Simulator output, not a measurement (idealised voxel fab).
The process module that follows is named voxel self aligned contacts.
Pictured: cross-section cut, 140 nm wide, on a grid of 5 nm square cells.
For the purposes of this document, a cross-section shall be understood as a grid of square cells, specified as bands listed in top-to-bottom order, each band consisting of one or more rows of cells. The entry gives the band's vertical extent as a top height and a bottom height in nm, then its horizontal make-up as materials from left to right, each with a width in nm. "air" stands for empty space; a single material marked "everywhere" fills the band edge to edge. A quick word on heights: they are counted from 0, and under that level the wafer as it came to us is one material throughout. The lowest band is different from the rest in having no bottom; it simply continues downward, written as in "z 0 and below". Quick explanation for "30 to 40": the width changes in equal steps down the rows of cells, from the first number in the band's top row to the second number in its bottom row. Step note "nothing changed" = no cross-section cell changed. The entry "Fully sealed voids" lists the empty spaces that cover at least 8 cells and have no open path to the top. Each is written as width x height at distance, where the distance is measured from the left edge and all three values are in nm. On each step's line, the part that comes after the settings is the simulator's own comment on the step. A step's line can hold "overlay nm"; with a mask on that step, the setting says how far right of the planned place the mask lay, while a negative setting says it lay to the left. Note on reading: below, each pair holds a cross-section from before one process step and one from after it; the one from after shows only down to the lowest band that changed. Beneath the pair, the step in between is stated along with its settings. The pairs can stem from different runs of this module on the same starting wafer. Where a pair's entry headed "Pre-step condition" says so, and only there, that pair continues from the pair above it.
PRE-STEP CONDITION
z 70 to 60  W everywhere
z 60 to 55  65 nm TiN  10 nm W  65 nm TiN
z 55 to 50  5 nm SiO2  55 nm polySi  5 nm TiN  10 nm W  5 nm TiN  55 nm polySi  5 nm SiO2
z 50 to 25  5 nm SiO2  10 nm polySi  35 nm SiN  10 nm polySi  5 nm TiN  10 nm W  5 nm TiN  10 nm polySi  35 nm SiN  10 nm polySi  5 nm SiO2
z 25 to 15  5 nm SiO2  55 nm polySi  5 nm TiN  10 nm W  5 nm TiN  55 nm polySi  5 nm SiO2
z 15 to 10  5 nm SiO2  55 nm polySi  20 nm TiN  55 nm polySi  5 nm SiO2
z 10 to 0  polySi everywhere
z 0 to -5  SiO2 everywhere
z -5 and below  Si everywhere
Fully sealed voids: none
RESULTING STRUCTURE
z 55 to 50  5 nm SiO2  55 nm polySi  5 nm TiN  10 nm W  5 nm TiN  55 nm polySi  5 nm SiO2
Heights below 50 show no change.
Fully sealed voids: none
In between the cross-sections above, the run called for CMP, height nm 55
Pre-step condition: after-step cross-section of the pair just above applies.
RESULTING STRUCTURE
z 60 to 55  SiCN everywhere
Heights below 55 show no change.
Fully sealed voids: none
In between the cross-sections above, the run called for CONFORMAL_DEP, material SiCN, thk nm 5
PRE-STEP CONDITION
z 55 to 50  SiO2 everywhere
z 50 to 25  5 nm SiO2  55 nm SiN  20 nm SiO2  55 nm SiN  5 nm SiO2
z 25 to 0  5 nm SiO2  10 nm SiN  35 nm polySi  10 nm SiN  20 nm SiO2  10 nm SiN  35 nm polySi  10 nm SiN  5 nm SiO2
z 0 to -5  SiO2 everywhere
z -5 and below  Si everywhere
Fully sealed voids: none
RESULTING STRUCTURE
z 75 to 55  45 nm air  50 nm resist  45 nm air
Heights below 55 show no change.
Fully sealed voids: none
In between the cross-sections above, the run called for PATTERN, tone cover, mask id CONTACT, material resist, width nm 50, thk nm 20, overlay nm 0
Pre-step condition: after-step cross-section of the pair just above applies.
RESULTING STRUCTURE
z 75 to 55  45 nm air  50 nm resist  45 nm air
z 55 to 50  45 nm air  50 nm SiO2  45 nm air
z 50 to 25  5 nm air  55 nm SiN  20 nm SiO2  55 nm SiN  5 nm air
z 25 to 0  5 nm air  10 nm SiN  35 nm polySi  10 nm SiN  20 nm SiO2  10 nm SiN  35 nm polySi  10 nm SiN  5 nm air
z 0 to -5  5 nm air  130 nm SiO2  5 nm air
Heights below -5 show no change.
Fully sealed voids: none
In between the cross-sections above, the run called for DIRECTIONAL_ETCH, etch materials SiO2, depth nm 60
Pre-step condition: after-step cross-section of the pair just above applies.
RESULTING STRUCTURE
z 55 to 50  45 nm air  50 nm SiO2  45 nm air
Heights below 50 show no change.
Fully sealed voids: none
In between the cross-sections above, the run called for STRIP, etch materials resist
Pre-step condition: after-step cross-section of the pair just above applies.
RESULTING STRUCTURE
z 60 to 55  40 nm air  60 nm TiN  40 nm air
z 55 to 50  45 nm TiN  50 nm SiO2  45 nm TiN
z 50 to 25  5 nm TiN  55 nm SiN  20 nm SiO2  55 nm SiN  5 nm TiN
z 25 to 0  5 nm TiN  10 nm SiN  35 nm polySi  10 nm SiN  20 nm SiO2  10 nm SiN  35 nm polySi  10 nm SiN  5 nm TiN
z 0 to -5  5 nm TiN  130 nm SiO2  5 nm TiN
Heights below -5 show no change.
Fully sealed voids: none
In between the cross-sections above, the run called for CONFORMAL_DEP, material TiN, thk nm 5
Pre-step condition: after-step cross-section of the pair just above applies.
RESULTING STRUCTURE
z 70 to 60  W everywhere
z 60 to 55  40 nm W  60 nm TiN  40 nm W
Heights below 55 show no change.
Fully sealed voids: none
In between the cross-sections above, the run called for FILL_DEP, material W, thk nm 10
Pre-step condition: after-step cross-section of the pair just above applies.
RESULTING STRUCTURE
z 55 to 50  45 nm TiN  50 nm SiO2  45 nm TiN
Heights below 50 show no change.
Fully sealed voids: none
In between the cross-sections above, the run called for CMP, height nm 55
Pre-step condition: after-step cross-section of the pair just above applies.
RESULTING STRUCTURE
z 60 to 55  SiCN everywhere
Heights below 55 show no change.
Fully sealed voids: none
In between the cross-sections above, the run called for CONFORMAL_DEP, material SiCN, thk nm 5
